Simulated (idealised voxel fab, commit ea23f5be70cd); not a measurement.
Title: Process Module voxel self aligned contacts
Section cut is 270 nm wide and gridded with 5 nm square cells.
Square cells in a grid make up a cross-section in this document, and the grid is given as bands, listed from the top down, each one or more rows of cells.
Each band's line starts with the height of the band's top and of its bottom, in nm. Then come its materials from left to right, each with its width in nm. One material with "throughout" fills the band from edge to edge. "empty" is empty space.
All heights in this document are referenced to 0, defined as the level beneath which the wafer, as received, consists entirely of one material. The lowest band is not bounded below; it extends indefinitely downward and is written in the form "0 nm and below".
When a width is written as two numbers, as in "30 to 40", the first number is the width in the top row of cells of the band and the second is the width in its bottom row, and the width changes by the same amount from each row to the next.
Step note "nothing altered" = no cross-section cell changed.
"closed voids" specifies each empty space that is not open to the top and that occupies no fewer than 8 cells, using the form width x height at distance, the distance measured from the left edge and all three quantities in nm.
Text after the settings on a step's line: the simulator's own remark on that step.
The "overlay nm" setting may appear on a step's line; for a step that uses a mask, it gives how far to the right of its planned position the mask lay, and a negative value indicates the left.
-- Process steps - plan
- 1: RECEIVE with material Si
- 2: CONFORMAL_DEP with material SiO2, thk nm 5
- 3: DIRECTIONAL_DEP with material polySi, thk nm 25
- 4: DIRECTIONAL_DEP with material SiN, thk nm 25
- 5: DIRECTIONAL_DEP with material aC, thk nm 10
- 6: PATTERN with tone cover, mask id GATE, material resist, width nm 30, pitch nm 75, thk nm 25, overlay nm 0
- 7: DIRECTIONAL_ETCH with etch materials aC, depth nm 10
- 8: STRIP with etch materials resist
- 9: DIRECTIONAL_ETCH with etch materials SiN, depth nm 25
- 10: DIRECTIONAL_ETCH with etch materials polySi, depth nm 25
- 11: STRIP with etch materials aC
- 12: CONFORMAL_DEP with material SiN, thk nm 10
- 13: DIRECTIONAL_ETCH with etch materials SiN, depth nm 10
- 14: FILL_DEP with material SiO2, thk nm 10
- 15: CMP with height nm 60
- 16: DIRECTIONAL_DEP with material aC, thk nm 10
- 17: PATTERN with tone open, mask id CONTACT, material resist, width nm 55, thk nm 30, overlay nm 0
- 18: DIRECTIONAL_ETCH with etch materials aC, depth nm 10
- 19: STRIP with etch materials resist
- 20: DIRECTIONAL_ETCH with etch materials SiO2, depth nm 60
- 21: STRIP with etch materials aC
- 22: CONFORMAL_DEP with material TiN, thk nm 5
- 23: FILL_DEP with material W, thk nm 5
- 24: CMP with height nm 60
- 25: CONFORMAL_DEP with material SiCN, thk nm 5
-- Wafer as received: cross-section following step 1
  0 nm and below = Si throughout
  closed voids: none
-- Figure: cross-sectional view of the wafer upon completion of the module, processed from the initial state and according to the plan depicted above, with one error introduced during execution
  65 nm to 60 nm = SiCN throughout
  60 nm to 50 nm = 105 of SiO2 / 5 to 15 of TiN / 45 to 25 of W / 5 to 15 of TiN / 110 of SiO2
  50 nm to 30 nm = 75 of SiO2 / 40 of SiN / 5 of TiN / 25 of W / 5 of TiN / 40 of SiN / 80 of SiO2
  30 nm to 5 nm = 75 of SiO2 / 5 of SiN / 30 of polySi / 5 of SiN / 5 of TiN / 25 of W / 5 of TiN / 5 of SiN / 30 of polySi / 5 of SiN / 80 of SiO2
  5 nm to 0 nm = 115 of SiO2 / 35 of TiN / 120 of SiO2
  0 nm and below = Si throughout
  closed voids: none
Here's what went sideways: step 12 off recipe, ran as CONFORMAL_DEP with material SiN, thk nm 5
